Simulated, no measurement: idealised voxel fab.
Proc. module: voxel gate over fins
Square cells of 5 nm make up the cross-section cut, whose width is 240 nm.
Notation: cross-section as square-cell grid; stated in bands, top first, going down; one or more cell rows per band.
Band: top height; bottom height; in nm. Then, left to right: material with width in nm, for each material. "edge to edge": a single material spanning edge to edge. "air": empty space.
It should be noted that heights are counted from 0, beneath which the wafer as supplied is of one material throughout, and that the lowest band possesses no lower boundary but continues downward, as written in "0 and below".
A width such as "30..40" changes by the same amount from each row of cells to the next, from the band's top row to its bottom row.
"stayed the same" means the step left every cell of the cross-section as it was.
You'll see "Fully enclosed voids" listing empty spaces that have no way open to the top, as long as they're 8 cells or more; the notation is width x height at distance, where the distance is from the left edge, and all of it is in nm.
Whatever follows a step's settings on its line is a remark the simulator itself makes about that step.
overlay nm: for a step with a mask, the amount by which the mask lay right of where it was planned; a negative amount means left of it.

**Process steps (planned)**
1 op RECEIVE | material Si
2 op CONFORMAL_DEP | material SiN | thk nm 5
3 op PATTERN | tone cover | mask id FINS | material resist | width nm 15 | pitch nm 60 | thk nm 20 | overlay nm 0
4 op DIRECTIONAL_ETCH | etch materials SiN | depth nm 5
5 op DIRECTIONAL_ETCH | etch materials Si | depth nm 35
6 op STRIP | etch materials resist
7 op OXIDIZE | depth nm 5
8 op FILL_DEP | material SiO2 | thk nm 15
9 op CMP | height nm 5
10 op MASKED_ETCH | tone open | mask id RAIL | width nm 15 | etch materials SiO2 | depth nm 35 | overlay nm 0
11 op CONFORMAL_DEP | material TiN | thk nm 5
12 op FILL_DEP | material W | thk nm 5
13 op CMP | height nm 5
14 op SELECTIVE_ETCH | etch materials W Ru TiN | depth nm 30
15 op FILL_DEP | material SiO2 | thk nm 5
16 op CMP | height nm 5
17 op SELECTIVE_ETCH | etch materials SiO2 | depth nm 20
18 op STRIP | etch materials SiN
19 op CONFORMAL_DEP | material HfO2 | thk nm 5
20 op CONFORMAL_DEP | material TiN | thk nm 5
21 op CONFORMAL_DEP | material TiAl | thk nm 5
22 op CONFORMAL_DEP | material TiN | thk nm 5
23 op FILL_DEP | material W | thk nm 15
24 op CMP | height nm 30
25 op CONFORMAL_DEP | material SiCN | thk nm 5

**Wafer at receipt (post step 1), cross-section**
> 0 and below: Si edge to edge
> Fully enclosed voids: none

**Run as planned - first of the two wafers cross-sectioned at the end of the module**
> 35 down to 30: SiCN edge to edge
> 30 down to 20: W edge to edge
> 20 down to 15: 65 of W | 45 of TiN | 15 of W | 45 of TiN | 70 of W
> 15 down to 10: 65 of W | 5 of TiN | 35 of TiAl | 5 of TiN | 15 of W | 5 of TiN | 35 of TiAl | 5 of TiN | 70 of W
> 10 down to 5: 65 of W | 5 of TiN | 5 of TiAl | 25 of TiN | 5 of TiAl | 5 of TiN | 15 of W | 5 of TiN | 5 of TiAl | 25 of TiN | 5 of TiAl | 5 of TiN | 70 of W
> 5 down to 0: 70 of TiN | 5 of TiAl | 5 of TiN | 15 of HfO2 | 5 of TiN | 5 of TiAl | 25 of TiN | 5 of TiAl | 5 of TiN | 15 of HfO2 | 5 of TiN | 5 of TiAl | 75 of TiN
> 0 down to -5: 75 of TiAl | 5 of TiN | 5 of HfO2 | 5 of Si | 5 of HfO2 | 5 of TiN | 35 of TiAl | 5 of TiN | 5 of HfO2 | 5 of Si | 5 of HfO2 | 5 of TiN | 80 of TiAl
> -5 down to -10: 80 of TiN | 5 of HfO2 | 5 of Si | 5 of HfO2 | 45 of TiN | 5 of HfO2 | 5 of Si | 5 of HfO2 | 85 of TiN
> -10 down to -15: 85 of HfO2 | 5 of Si | 55 of HfO2 | 5 of Si | 90 of HfO2
> -15 down to -25: 85 of SiO2 | 5 of Si | 55 of SiO2 | 5 of Si | 90 of SiO2
> -25 down to -30: 85 of SiO2 | 5 of Si | 20 of SiO2 | 15 of TiN | 20 of SiO2 | 5 of Si | 90 of SiO2
> -30 down to -40: 85 of SiO2 | 5 of Si | 55 of SiO2 | 5 of Si | 90 of SiO2
> -40 and below: Si edge to edge
> Fully enclosed voids: none

**Wafer two (of two), end-of-module cross-section: start = wafer one, plan = wafer one, one run mistake**
> 35 down to 30: SiCN edge to edge
> 30 down to 20: W edge to edge
> 20 down to 15: 65 of W | 45 of TiN | 15 of W | 45 of TiN | 70 of W
> 15 down to 10: 65 of W | 5 of TiN | 35 of TiAl | 5 of TiN | 15 of W | 5 of TiN | 35 of TiAl | 5 of TiN | 70 of W
> 10 down to 5: 65 of W | 5 of TiN | 5 of TiAl | 25 of TiN | 5 of TiAl | 5 of TiN | 15 of W | 5 of TiN | 5 of TiAl | 25 of TiN | 5 of TiAl | 5 of TiN | 70 of W
> 5 down to 0: 65 of W | 5 of TiN | 5 of TiAl | 5 of TiN | 15 of HfO2 | 5 of TiN | 5 of TiAl | 5 of TiN | 15 of W | 5 of TiN | 5 of TiAl | 5 of TiN | 15 of HfO2 | 5 of TiN | 5 of TiAl | 5 of TiN | 70 of W
> 0 down to -5: 65 of W | 5 of TiN | 5 of TiAl | 5 of TiN | 5 of HfO2 | 5 of Si | 5 of HfO2 | 5 of TiN | 5 of TiAl | 5 of TiN | 15 of W | 5 of TiN | 5 of TiAl | 5 of TiN | 5 of HfO2 | 5 of Si | 5 of HfO2 | 5 of TiN | 5 of TiAl | 5 of TiN | 70 of W
> -5 down to -10: 65 of W | 5 of TiN | 5 of TiAl | 5 of TiN | 5 of HfO2 | 5 of Si | 5 of HfO2 | 5 of TiN | 5 of TiAl | 25 of TiN | 5 of TiAl | 5 of TiN | 5 of HfO2 | 5 of Si | 5 of HfO2 | 5 of TiN | 5 of TiAl | 5 of TiN | 70 of W
> -10 down to -15: 65 of W | 5 of TiN | 5 of TiAl | 5 of TiN | 5 of HfO2 | 5 of Si | 5 of HfO2 | 5 of TiN | 35 of TiAl | 5 of TiN | 5 of HfO2 | 5 of Si | 5 of HfO2 | 5 of TiN | 5 of TiAl | 5 of TiN | 70 of W
> -15 down to -20: 70 of TiN | 5 of TiAl | 5 of TiN | 5 of HfO2 | 5 of Si | 5 of HfO2 | 45 of TiN | 5 of HfO2 | 5 of Si | 5 of HfO2 | 5 of TiN | 5 of TiAl | 75 of TiN
> -20 down to -25: 75 of TiAl | 5 of TiN | 5 of HfO2 | 5 of Si | 5 of HfO2 | 10 of TiN | 25 of HfO2 | 10 of TiN | 5 of HfO2 | 5 of Si | 5 of HfO2 | 5 of TiN | 80 of TiAl
> -25 down to -30: 80 of TiN | 5 of HfO2 | 5 of Si | 5 of HfO2 | 10 of TiN | 5 of HfO2 | 15 of TiN | 5 of HfO2 | 10 of TiN | 5 of HfO2 | 5 of Si | 5 of HfO2 | 85 of TiN
> -30 down to -35: 85 of HfO2 | 5 of Si | 25 of HfO2 | 5 of SiO2 | 25 of HfO2 | 5 of Si | 90 of HfO2
> -35 down to -40: 85 of SiO2 | 5 of Si | 55 of SiO2 | 5 of Si | 90 of SiO2
> -40 and below: Si edge to edge
> Fully enclosed voids: none
Where did the run depart from the plan? twice, step 17 of the plan was run
FYI, end of process, the second wafer has more or fewer cells of some materials than the first: HfO2 +22; SiO2 -180; TiAl +12; TiN +32; W +114
